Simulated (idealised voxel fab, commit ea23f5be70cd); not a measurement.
process module | voxel capacitor over wiring
cross-section cut | 240 nm wide | cells 5 nm
A cross-section is a grid of square cells, given in bands from the top down. A band is one or more rows of cells.
Each band's line starts with the height of the band's top and of its bottom, in nm. Then come its materials from left to right, each with its width in nm. One material with "throughout" fills the band from edge to edge. "air" is empty space.
Height 0 is the level under which the wafer as received is all one material. The lowest band goes on downwards, as in "0 down".
A width such as "30 to 40" changes by the same amount from each row of cells to the next, from the band's top row to its bottom row.
"no change" after a step means that no cell of the cross-section changed.
closed voids: empty space of 8 cells or more with no open way to the top, each as width x height at its distance from the left edge, in nm
after a step's settings: what the simulator itself notes on the step
overlay nm, on a step with a mask: how far to the right of its planned place the mask lay; to the left if negative
plan
1 op RECEIVE | material Si
2 op CONFORMAL_DEP | material SiO2 | thk nm 10
3 op CONFORMAL_DEP | material SiCN | thk nm 5
4 op DIRECTIONAL_DEP | material lowk | thk nm 15
5 op MASKED_ETCH | tone open | mask id METAL_1 | width nm 20 | pitch nm 85 | etch materials lowk | depth nm 15 | overlay nm 0
6 op MASKED_ETCH | tone open | mask id METAL_1 | width nm 20 | pitch nm 85 | etch materials SiCN | depth nm 5 | overlay nm 0
7 op CONFORMAL_DEP | material TiN | thk nm 5
8 op FILL_DEP | material Cu | thk nm 10
9 op CMP | height nm 30
10 op EPI | material Ru | thk nm 5
11 op FILL_DEP | material SiCN | thk nm 5
12 op DIRECTIONAL_DEP | material SiO2 | thk nm 10
13 op MASKED_ETCH | tone open | mask id PLUG_1 | width nm 15 | etch materials SiO2 | depth nm 10 | overlay nm 0
14 op MASKED_ETCH | tone open | mask id PLUG_1 | width nm 15 | etch materials SiCN | depth nm 5 | overlay nm 0
15 op CONFORMAL_DEP | material TiN | thk nm 5
16 op FILL_DEP | material Ru | thk nm 10
17 op CMP | height nm 50
18 op DIRECTIONAL_DEP | material TiN | thk nm 5
19 op DIRECTIONAL_DEP | material Al2O3 | thk nm 5
20 op DIRECTIONAL_DEP | material TiN | thk nm 5
21 op PATTERN | tone cover | mask id UPPER_PLATE | material resist | width nm 70 | thk nm 20 | overlay nm 0
22 op DIRECTIONAL_ETCH | etch materials TiN | depth nm 5
23 op DIRECTIONAL_ETCH | etch materials Al2O3 | depth nm 5
24 op STRIP | etch materials resist
25 op MASKED_ETCH | tone cover | mask id LOWER_PLATE | width nm 80 | etch materials TiN | depth nm 5 | overlay nm 0
26 op FILL_DEP | material SiO2 | thk nm 20
27 op CMP | height nm 80
28 op PATTERN | tone open | mask id PLUG_2 | material resist | width nm 15 | thk nm 20 | overlay nm 0
29 op DIRECTIONAL_ETCH | etch materials SiO2 | depth nm 15
30 op STRIP | etch materials resist
31 op CONFORMAL_DEP | material TiN | thk nm 5
32 op FILL_DEP | material Ru | thk nm 5
33 op CMP | height nm 80
34 op CONFORMAL_DEP | material SiN | thk nm 5
as received, after step 1
  0 down: Si throughout
  closed voids: none
a wafer at the end: this start, this plan, one mistake
  85 to 80: SiN throughout
  80 to 70: SiO2 80 | TiN 5 | Ru 5 | TiN 5 | SiO2 145
  70 to 60: SiO2 80 to 70 | TiN 15 to 70 | SiO2 145 to 100
  60 to 55: SiO2 70 | Al2O3 70 | SiO2 100
  55 to 50: SiO2 65 | TiN 80 | SiO2 95
  50 to 45: SiCN 70 | TiN 15 | SiCN 155
  45 to 40: Ru throughout
  40 to 35: Cu throughout
  35 to 30: TiN 70 | Cu 10 | TiN 75 | Cu 10 | TiN 75
  30 to 15: lowk 65 | TiN 5 | Cu 10 | TiN 5 | lowk 65 | TiN 5 | Cu 10 | TiN 5 | lowk 70
  15 to 10: SiCN 65 | TiN 20 | SiCN 65 | TiN 20 | SiCN 70
  10 to 0: SiO2 throughout
  0 down: Si throughout
  closed voids: none
what went wrong: step 9 ran as: op CMP | height nm 40
